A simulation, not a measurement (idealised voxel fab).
Name of the process module below: voxel ribs on slabs
Xsec cut, 190 nm wide, square cell size 5 nm.
Just so we're on the same page, the cross-sections are grids of square cells, and they're listed out in bands top to bottom, each band one or more rows deep. Top, bottom (nm), then materials left to right with widths (nm); lone material tagged "edge to edge" fills the whole band edge to edge; "blank" = empty space. Heights are expressed relative to 0, this being the level below which the as-received wafer comprises one material exclusively. The lowest band is unbounded in the downward direction and is denoted as in "0 and below". The expression "30..40" gives the width at the extremes of the band, the first number at its top row of cells and the second at its bottom row, with the width changing by equal amounts from each row to the next in between. Key: "no alterations made" - step with no changed cell in the cross-section. Empty spaces without an open route to the top, at least 8 cells in extent, make up the entry "Closed internal cavities"; each is given as width x height at distance, where the distance is measured from the left edge, and all are in nm. Formally, on a step line, whatever follows the settings is a remark that the simulator itself makes on the step. "overlay nm" answers the question of how far to the right of plan the mask lay on a step that has a mask, and when it is negative the answer is to the left.

PROCESS STEPS - PLAN
1. RECEIVE, material Si
2. DIRECTIONAL_DEP, material SiO2, thk nm 20
3. DIRECTIONAL_DEP, material SiN, thk nm 25
4. DIRECTIONAL_DEP, material aC, thk nm 10
5. PATTERN, tone cover, mask id RIB, material resist, width nm 20, thk nm 30, overlay nm 0
6. DIRECTIONAL_ETCH, etch materials aC, depth nm 10
7. STRIP, etch materials resist
8. DIRECTIONAL_ETCH, etch materials SiN, depth nm 10
9. STRIP, etch materials aC
10. DIRECTIONAL_DEP, material aC, thk nm 15
11. PATTERN, tone cover, mask id SLAB, material resist, width nm 80, thk nm 35, overlay nm 0
12. DIRECTIONAL_ETCH, etch materials aC, depth nm 15
13. STRIP, etch materials resist
14. DIRECTIONAL_ETCH, etch materials SiN, depth nm 15
15. STRIP, etch materials aC
16. FILL_DEP, material SiO2, thk nm 20
17. CMP, height nm 55
18. DIRECTIONAL_DEP, material W, thk nm 5
19. MASKED_ETCH, tone cover, mask id HEATER, width nm 30, etch materials W, depth nm 5, overlay nm 0
20. CONFORMAL_DEP, material SiN, thk nm 5

WAFER AT RECEIPT (POST STEP 1), CROSS-SECTION
* 0 and below  Si edge to edge
* Closed internal cavities: none

THE MODULE WAS RUN FROM THE START SHOWN ABOVE USING THE PLAN SHOWN ABOVE, BUT ONE MISTAKE WAS MADE DOING IT; THE RESULTING WAFER CROSS-SECTION IS BELOW
* 60 down to 55  blank 80 nm, then W 30 nm, then blank 80 nm
* 55 down to 45  SiO2 edge to edge
* 45 down to 35  SiO2 85 nm, then SiN 20 nm, then SiO2 85 nm
* 35 down to 20  SiO2 55 nm, then SiN 80 nm, then SiO2 55 nm
* 20 down to 0  SiO2 edge to edge
* 0 and below  Si edge to edge
* Closed internal cavities: none
Run error: the run left out plan step 20 entirely, so it was never executed
